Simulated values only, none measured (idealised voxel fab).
The following process module bears the name voxel plated lines.
Shown is cross-section cut, with a width of 275 nm and square cells of size 5 nm.
Cross-section, as written here: a square-cell grid given band by band from the top down, where a band holds one or more rows of cells.
A band entry consists of two parts. The first gives the height of the band's top and the height of its bottom, in nm. The rest lists the band's materials from left to right, each with its width in nm. A single material labelled with the word "throughout" fills the band from edge to edge, and the word "air" marks empty space.
The reference from which all heights are counted is 0, the level beneath which the as-received wafer is entirely one material; the lowest band, having no lower bound, proceeds downward and is written after the example "0 -> down".
A width given as "30..40" starts at the first number in the band's top row and ends at the second number in its bottom row, shifting by an equal amount at every step from row to row.
Step marked "no modifications"? Then no cell in the cross-section changed in it.
For the entry "Fully enclosed voids", the listed items are empty spaces with no open way to the top whose size is 8 cells or more; each item follows the pattern width x height at distance, where distance is from the left edge and all three are in nm.
Step line, after settings: the simulator's comment on this step.
On any step carrying a mask, the "overlay nm" setting, if present on the step's line, tells how far right of its planned place the mask lay; negative values point to the left.

Planned step list for the process
1: RECEIVE (material Si)
2: CONFORMAL_DEP (material Al2O3; thk nm 5)
3: DIRECTIONAL_DEP (material TiN; thk nm 5)
4: PATTERN (tone open; mask id LINES; material resist; width nm 30; pitch nm 45; thk nm 25; overlay nm 0)
5: EPI (material Ru; thk nm 10)
6: EPI (material Ru; thk nm 10)
7: STRIP (etch materials resist)
8: DIRECTIONAL_ETCH (etch materials TiN; depth nm 5)
9: CONFORMAL_DEP (material SiO2; thk nm 5)

The first wafer of two, processed as planned

Wafer cross-section on receipt, i.e. after step 1
* 0 -> down  Si throughout
* Fully enclosed voids: none

Cross-section of the wafer subsequent to step 2
* 5 -> 0  Al2O3 throughout
* Nothing below the height 0 has changed.

Cross-section of the wafer subsequent to step 3
* 10 -> 5  TiN throughout
* Nothing below the height 5 has changed.

Cross-section of the wafer subsequent to step 4
* 35 -> 10  resist: 100 | air: 30 | resist: 15 | air: 30 | resist: 100
* Nothing below the height 10 has changed.

Cross-section of the wafer subsequent to step 5
* 35 -> 20  resist: 100 | air: 30 | resist: 15 | air: 30 | resist: 100
* 20 -> 10  resist: 100 | Ru: 30 | resist: 15 | Ru: 30 | resist: 100
* Nothing below the height 10 has changed.

Cross-section of the wafer subsequent to step 6
* 35 -> 30  resist: 100 | air: 30 | resist: 15 | air: 30 | resist: 100
* 30 -> 10  resist: 100 | Ru: 30 | resist: 15 | Ru: 30 | resist: 100
* Nothing below the height 10 has changed.

Cross-section of the wafer subsequent to step 7
* 30 -> 10  air: 100 | Ru: 30 | air: 15 | Ru: 30 | air: 100
* Nothing below the height 10 has changed.

Cross-section of the wafer subsequent to step 8
* 30 -> 10  air: 100 | Ru: 30 | air: 15 | Ru: 30 | air: 100
* 10 -> 5  air: 100 | TiN: 30 | air: 15 | TiN: 30 | air: 100
* Nothing below the height 5 has changed.

Cross-section of the wafer subsequent to step 9
* 35 -> 30  air: 95 | SiO2: 40 | air: 5 | SiO2: 40 | air: 95
* 30 -> 10  air: 95 | SiO2: 5 | Ru: 30 | SiO2: 5 | air: 5 | SiO2: 5 | Ru: 30 | SiO2: 5 | air: 95
* 10 -> 5  SiO2: 100 | TiN: 30 | SiO2: 15 | TiN: 30 | SiO2: 100
* Nothing below the height 5 has changed.

Okay, second wafer. Nothing different at the start, nothing different in the plan, just one mistake somewhere in the running. As far as step 1, counting that step, it's the first wafer all over again

Cross-section: second wafer, time at which step 2 was scheduled to end
* 15 -> 0  Al2O3 throughout
* Nothing below the height 0 has changed.

Cross-section: second wafer, time at which step 3 was scheduled to end
* 20 -> 15  TiN throughout
* Nothing below the height 15 has changed.

Cross-section: second wafer, time at which step 4 was scheduled to end
* 45 -> 20  resist: 100 | air: 30 | resist: 15 | air: 30 | resist: 100
* Nothing below the height 20 has changed.

Cross-section: second wafer, time at which step 5 was scheduled to end
* 45 -> 30  resist: 100 | air: 30 | resist: 15 | air: 30 | resist: 100
* 30 -> 20  resist: 100 | Ru: 30 | resist: 15 | Ru: 30 | resist: 100
* Nothing below the height 20 has changed.

Cross-section: second wafer, time at which step 6 was scheduled to end
* 45 -> 40  resist: 100 | air: 30 | resist: 15 | air: 30 | resist: 100
* 40 -> 20  resist: 100 | Ru: 30 | resist: 15 | Ru: 30 | resist: 100
* Nothing below the height 20 has changed.

Cross-section: second wafer, time at which step 7 was scheduled to end
* 40 -> 20  air: 100 | Ru: 30 | air: 15 | Ru: 30 | air: 100
* Nothing below the height 20 has changed.

Cross-section: second wafer, time at which step 8 was scheduled to end
* 40 -> 20  air: 100 | Ru: 30 | air: 15 | Ru: 30 | air: 100
* 20 -> 15  air: 100 | TiN: 30 | air: 15 | TiN: 30 | air: 100
* Nothing below the height 15 has changed.

Cross-section: second wafer, time at which step 9 was scheduled to end
* 45 -> 40  air: 95 | SiO2: 40 | air: 5 | SiO2: 40 | air: 95
* 40 -> 20  air: 95 | SiO2: 5 | Ru: 30 | SiO2: 5 | air: 5 | SiO2: 5 | Ru: 30 | SiO2: 5 | air: 95
* 20 -> 15  SiO2: 100 | TiN: 30 | SiO2: 15 | TiN: 30 | SiO2: 100
* Nothing below the height 15 has changed.
What was the processing mistake? so step 2 ended up running with a different setting than we planned, it ran as CONFORMAL_DEP (material Al2O3; thk nm 15)
Upon completion, the second wafer contains, in terms of cells, a greater or smaller amount of certain materials than the first wafer: Al2O3 +110
